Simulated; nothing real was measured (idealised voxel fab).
voxel ribs on slabs: a process module
Square cell edge 5 nm, section width 155 nm, ID cut.
Cross-section layout: square cells on a grid; listed as bands, top to bottom; a band spans one or more cell rows.
This entry defines a band. It first specifies the height of the band's top and the height of its bottom in nm, and then specifies the band's materials from left to right, stating each material with its width in nm. The word "everywhere" identifies a single material that fills the band from edge to edge, while the word "empty" identifies empty space.
Heights are reckoned from 0. Under this level, the received wafer is all of one material. The bottommost band is open-ended downward, for example "0 nm and below".
Per-row width for "30->40": begins at first number (top row of band), ends at second number (bottom row), increment between rows held constant.
Step marked "nothing different"? Then no cell in the cross-section changed in it.
Reported under the label "Tabulated closed voids" are the empty spaces having no open way to the top and comprising 8 cells or more; the notation for each is width x height at distance, in which the distance is measured from the left edge and all three values are in nm.
Heads up: the bit after the settings on a step's line is the simulator's remark on that step.
On any step carrying a mask, the "overlay nm" setting, if present on the step's line, tells how far right of its planned place the mask lay; negative values point to the left.

These are the steps we planned for the process
step 1: RECEIVE [material Si]
step 2: DIRECTIONAL_DEP [material SiO2] [thk nm 25]
step 3: DIRECTIONAL_DEP [material SiN] [thk nm 20]
step 4: PATTERN [tone cover] [mask id RIB] [material resist] [width nm 15] [thk nm 15] [overlay nm -15]
step 5: DIRECTIONAL_ETCH [etch materials SiN] [depth nm 5]
step 6: STRIP [etch materials resist]
step 7: PATTERN [tone cover] [mask id SLAB] [material resist] [width nm 65] [thk nm 15] [overlay nm 0]
step 8: DIRECTIONAL_ETCH [etch materials SiN] [depth nm 15]
step 9: STRIP [etch materials resist]
step 10: FILL_DEP [material SiO2] [thk nm 25]
step 11: CMP [height nm 60]
step 12: DIRECTIONAL_DEP [material TiN] [thk nm 10]
step 13: MASKED_ETCH [tone cover] [mask id HEATER] [width nm 25] [etch materials TiN] [depth nm 10] [overlay nm 0]
step 14: CONFORMAL_DEP [material SiO2] [thk nm 5]
Among the wafers covered here, the point of difference is the overlay nm at step 4; their starting state is shared, and the plan presents the value of the first wafer.

Cross-section of the first incoming wafer of several, state after step 1
> 0 nm and below: Si everywhere
> Tabulated closed voids: none

Take any row and you have a wafer at the end of the module: how many cells of each material it has gained (+) or lost (-) since it was received, and then its closed voids
overlay nm -15; +42 SiN; +365 SiO2; +10 TiN; Tabulated closed voids: none
overlay nm -10; +42 SiN; +365 SiO2; +10 TiN; Tabulated closed voids: none
overlay nm -5; +42 SiN; +365 SiO2; +10 TiN; Tabulated closed voids: none
overlay nm 0; +42 SiN; +365 SiO2; +10 TiN; Tabulated closed voids: none
overlay nm 5; +42 SiN; +365 SiO2; +10 TiN; Tabulated closed voids: none
overlay nm 10; +42 SiN; +365 SiO2; +10 TiN; Tabulated closed voids: none
overlay nm 15; +42 SiN; +365 SiO2; +10 TiN; Tabulated closed voids: none
